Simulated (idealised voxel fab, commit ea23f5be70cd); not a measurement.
process module | voxel wiring stack
cross-section cut | 170 nm wide | cells 5 nm
A cross-section is a grid of square cells, given in bands from the top down. A band is one or more rows of cells.
Each band's line starts with the height of the band's top and of its bottom, in nm. Then come its materials from left to right, each with its width in nm. One material with "throughout" fills the band from edge to edge. "air" is empty space.
Height 0 is the level under which the wafer as received is all one material. The lowest band goes on downwards, as in "0 down".
A width such as "30 to 40" changes by the same amount from each row of cells to the next, from the band's top row to its bottom row.
"no change" after a step means that no cell of the cross-section changed.
closed voids: empty space of 8 cells or more with no open way to the top, each as width x height at its distance from the left edge, in nm
after a step's settings: what the simulator itself notes on the step
overlay nm, on a step with a mask: how far to the right of its planned place the mask lay; to the left if negative
plan
1 op RECEIVE | material Si
2 op CONFORMAL_DEP | material SiO2 | thk nm 15
3 op DIRECTIONAL_DEP | material TiN | thk nm 5
4 op DIRECTIONAL_DEP | material W | thk nm 20
5 op PATTERN | tone cover | mask id METAL_1 | material resist | width nm 20 | pitch nm 45 | thk nm 20 | overlay nm 0
6 op DIRECTIONAL_ETCH | etch materials W | depth nm 20
7 op DIRECTIONAL_ETCH | etch materials TiN | depth nm 5
8 op STRIP | etch materials resist
9 op CONFORMAL_DEP | material SiCN | thk nm 5
10 op FILL_DEP | material lowk | thk nm 10
11 op CMP | height nm 40
12 op CONFORMAL_DEP | material SiCN | thk nm 5
13 op DIRECTIONAL_DEP | material lowk | thk nm 10
14 op DIRECTIONAL_DEP | material aC | thk nm 10
15 op PATTERN | tone open | mask id PLUG_1 | material resist | width nm 15 | pitch nm 45 | thk nm 30 | overlay nm 0
16 op DIRECTIONAL_ETCH | etch materials aC | depth nm 10
17 op STRIP | etch materials resist
18 op DIRECTIONAL_ETCH | etch materials lowk | depth nm 10
19 op DIRECTIONAL_ETCH | etch materials SiCN | depth nm 5
20 op STRIP | etch materials aC
21 op EPI | material Ru | thk nm 10
22 op EPI | material Ru | thk nm 5
23 op CONFORMAL_DEP | material SiCN | thk nm 5
24 op DIRECTIONAL_DEP | material SiO2 | thk nm 25
25 op DIRECTIONAL_DEP | material aC | thk nm 15
26 op PATTERN | tone open | mask id METAL_2 | material resist | width nm 20 | pitch nm 45 | thk nm 30 | overlay nm 0
27 op DIRECTIONAL_ETCH | etch materials aC | depth nm 15
28 op STRIP | etch materials resist
29 op DIRECTIONAL_ETCH | etch materials SiO2 | depth nm 25
30 op DIRECTIONAL_ETCH | etch materials SiCN | depth nm 5
31 op STRIP | etch materials aC
32 op CONFORMAL_DEP | material TiN | thk nm 5
33 op FILL_DEP | material Cu | thk nm 10
34 op CMP | height nm 85
35 op CONFORMAL_DEP | material SiCN | thk nm 5
36 op DIRECTIONAL_DEP | material SiO2 | thk nm 30
37 op MASKED_ETCH | tone open | mask id METAL_3_HOLES | width nm 15 | pitch nm 45 | etch materials SiO2 | depth nm 30 | overlay nm 0
38 op MASKED_ETCH | tone open | mask id METAL_3 | width nm 20 | pitch nm 45 | etch materials SiO2 | depth nm 20 | overlay nm 0
39 op MASKED_ETCH | tone open | mask id METAL_3 | width nm 20 | pitch nm 45 | etch materials SiCN | depth nm 5 | overlay nm 0
40 op CONFORMAL_DEP | material TiN | thk nm 5
41 op FILL_DEP | material Ru | thk nm 5
42 op CMP | height nm 120
43 op CONFORMAL_DEP | material SiCN | thk nm 5
44 op DIRECTIONAL_DEP | material SiO2 | thk nm 30
45 op MASKED_ETCH | tone open | mask id METAL_4_HOLES | width nm 15 | pitch nm 90 | etch materials SiO2 | depth nm 30 | overlay nm 0
46 op MASKED_ETCH | tone open | mask id METAL_4 | width nm 20 | pitch nm 45 | etch materials SiO2 | depth nm 20 | overlay nm 0
47 op MASKED_ETCH | tone open | mask id METAL_4 | width nm 20 | pitch nm 45 | etch materials SiCN | depth nm 5 | overlay nm 0
48 op CONFORMAL_DEP | material TiN | thk nm 5
49 op FILL_DEP | material Ru | thk nm 5
50 op CMP | height nm 155
51 op CONFORMAL_DEP | material SiN | thk nm 5
as received, after step 1
  0 down: Si throughout
  closed voids: none
a wafer at the end: this start, this plan, one mistake
  160 to 155: SiN throughout
  155 to 140: SiO2 30 | TiN 5 | SiCN 10 | TiN 5 | SiO2 25 | TiN 5 | SiCN 10 | TiN 5 | SiO2 25 | TiN 5 | SiCN 10 | TiN 5 | SiO2 30
  140 to 135: SiO2 30 | TiN 5 | SiCN 5 | TiN 10 | SiO2 25 | TiN 20 | SiO2 25 | TiN 5 | SiCN 5 | TiN 10 | SiO2 30
  135 to 125: SiO2 30 | TiN 5 | SiCN 5 | TiN 5 | SiO2 75 | TiN 5 | SiCN 5 | TiN 5 | SiO2 35
  125 to 120: SiCN 30 | TiN 15 | SiCN 75 | TiN 15 | SiCN 35
  120 to 105: SiO2 30 | TiN 5 | Ru 10 | TiN 5 | SiO2 25 | TiN 5 | Ru 10 | TiN 5 | SiO2 25 | TiN 5 | Ru 10 | TiN 5 | SiO2 30
  105 to 100: SiO2 30 | TiN 5 | Ru 5 | TiN 10 | SiO2 25 | TiN 5 | Ru 5 | TiN 10 | SiO2 25 | TiN 5 | Ru 5 | TiN 10 | SiO2 30
  100 to 90: SiO2 30 | TiN 5 | Ru 5 | TiN 5 | SiO2 30 | TiN 5 | Ru 5 | TiN 5 | SiO2 30 | TiN 5 | Ru 5 | TiN 5 | SiO2 35
  90 to 85: SiCN 30 | TiN 15 | SiCN 30 | TiN 15 | SiCN 30 | TiN 15 | SiCN 35
  85 to 60: SiO2 30 | TiN 5 | Cu 10 | TiN 5 | SiO2 25 | TiN 5 | Cu 10 | TiN 5 | SiO2 25 | TiN 5 | Cu 10 | TiN 5 | SiO2 30
  60 to 55: SiCN 30 | TiN 20 | SiCN 25 | TiN 20 | SiCN 25 | TiN 20 | SiCN 30
  55 to 45: lowk 30 | Ru 15 | lowk 30 | Ru 15 | lowk 30 | Ru 15 | lowk 35
  45 to 40: SiCN 30 | Ru 15 | SiCN 30 | Ru 15 | SiCN 30 | Ru 15 | SiCN 35
  40 to 20: lowk 25 | SiCN 5 | W 20 | SiCN 5 | lowk 15 | SiCN 5 | W 20 | SiCN 5 | lowk 15 | SiCN 5 | W 20 | SiCN 5 | lowk 25
  20 to 15: SiCN 30 | TiN 20 | SiCN 25 | TiN 20 | SiCN 25 | TiN 20 | SiCN 30
  15 to 0: SiO2 throughout
  0 down: Si throughout
  closed voids: none
what went wrong: step 49 ran as: op FILL_DEP | material SiCN | thk nm 5
